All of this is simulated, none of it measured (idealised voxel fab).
Documented hereafter: the process module known as voxel released beams.
Pictured: cross-section cut, 290 nm wide, on a grid of 5 nm square cells.
We lay out every cross-section as a grid of square cells and spell it out in bands from the top down, where one band means one or more rows of cells.
For a band, the entry starts with two heights in nm, that of the top and then that of the bottom, and carries on with the band's materials in order from left to right, each alongside its width in nm; the word "full width" beside a single material means it fills the band edge to edge, and "air" means empty space.
Heights are expressed relative to 0, this being the level below which the as-received wafer comprises one material exclusively. The lowest band is unbounded in the downward direction and is denoted as in "from 0 down".
Width: "30 to 40" (first number = top row, second number = bottom row, same change from row to row of cells).
"everything unchanged" means the step left every cell of the cross-section as it was.
Empty spaces without an open route to the top, at least 8 cells in extent, make up the entry "Enclosed voids"; each is given as width x height at distance, where the distance is measured from the left edge, and all are in nm.
after a step's settings: what the simulator itself notes on the step
overlay nm, on a step with a mask: how far to the right of its planned place the mask lay; to the left if negative
Steps planned for the process
1 RECEIVE [material Si]
2 CONFORMAL_DEP [material SiN] [thk nm 10]
3 DIRECTIONAL_DEP [material SiO2] [thk nm 10]
4 MASKED_ETCH [tone open] [mask id ANCHOR] [width nm 45] [etch materials SiO2] [depth nm 10] [overlay nm 0]
5 CONFORMAL_DEP [material polySi] [thk nm 15]
6 MASKED_ETCH [tone cover] [mask id BEAM] [width nm 90] [etch materials polySi] [depth nm 15] [overlay nm 0]
7 STRIP [etch materials SiO2]
Wafer as received: cross-section following step 1
  from 0 down  Si full width
  Enclosed voids: none
End-of-module cross-section of the first of two wafers, processed as planned
  from 35 to 25  air (95) | polySi (20) | air (15) | polySi (55) | air (105)
  from 25 to 20  air (95) | polySi (90) | air (105)
  from 20 to 10  air (100) | polySi (45) | air (145)
  from 10 to 0  SiN full width
  from 0 down  Si full width
  Enclosed voids: none
Here is the second of the two wafers cut open at the end of the module - same start, same plan as the first one, but we made one mistake running it
  from 35 to 20  air (95) | polySi (90) | air (105)
  from 20 to 10  SiN full width
  from 10 to 0  SiO2 full width
  from 0 down  Si full width
  Enclosed voids: none
Processing error: plan steps 2 and 3 run swapped
In the final state, the cell counts of the second wafer exceed or fall short of those of the first for the following materials: SiO2 +116; polySi -12
